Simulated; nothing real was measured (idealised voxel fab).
process module | voxel gate over fins
cross-section cut | 240 nm wide | cells 5 nm
A cross-section is a grid of square cells, given in bands from the top down. A band is one or more rows of cells.
Each band's line starts with the height of the band's top and of its bottom, in nm. Then come its materials from left to right, each with its width in nm. One material with "throughout" fills the band from edge to edge. "air" is empty space.
Height 0 is the level under which the wafer as received is all one material. The lowest band goes on downwards, as in "0 down".
A width such as "30 to 40" changes by the same amount from each row of cells to the next, from the band's top row to its bottom row.
"no change" after a step means that no cell of the cross-section changed.
closed voids: empty space of 8 cells or more with no open way to the top, each as width x height at its distance from the left edge, in nm
after a step's settings: what the simulator itself notes on the step
overlay nm, on a step with a mask: how far to the right of its planned place the mask lay; to the left if negative
plan
1 op RECEIVE | material Si
2 op CONFORMAL_DEP | material SiN | thk nm 5
3 op DIRECTIONAL_DEP | material aC | thk nm 10
4 op PATTERN | tone cover | mask id FINS | material resist | width nm 15 | pitch nm 40 | thk nm 30 | overlay nm 0
5 op DIRECTIONAL_ETCH | etch materials aC | depth nm 10
6 op STRIP | etch materials resist
7 op DIRECTIONAL_ETCH | etch materials SiN | depth nm 5
8 op DIRECTIONAL_ETCH | etch materials Si | depth nm 40
9 op STRIP | etch materials aC
10 op OXIDIZE | depth nm 5
11 op FILL_DEP | material SiO2 | thk nm 5
12 op CMP | height nm 5
13 op SELECTIVE_ETCH | etch materials SiO2 | depth nm 15
14 op STRIP | etch materials SiN
15 op CONFORMAL_DEP | material HfO2 | thk nm 5
16 op CONFORMAL_DEP | material TiN | thk nm 5
17 op FILL_DEP | material W | thk nm 15
18 op CMP | height nm 20
19 op CONFORMAL_DEP | material SiN | thk nm 10
as received, after step 1
  0 down: Si throughout
  closed voids: none
a wafer at the end: this start, this plan, one mistake
  30 to 20: SiN throughout
  20 to 5: W throughout
  5 to 0: W 70 | TiN 15 | W 25 | TiN 15 | W 25 | TiN 15 | W 75
  0 to -5: W 70 | TiN 5 | Si 5 | TiN 5 | W 25 | TiN 5 | Si 5 | TiN 5 | W 25 | TiN 5 | Si 5 | TiN 5 | W 75
  -5 to -10: TiN 75 | Si 5 | TiN 35 | Si 5 | TiN 35 | Si 5 | TiN 80
  -10 to -45: SiO2 75 | Si 5 | SiO2 35 | Si 5 | SiO2 35 | Si 5 | SiO2 80
  -45 down: Si throughout
  closed voids: none
what went wrong: step 15 was left out
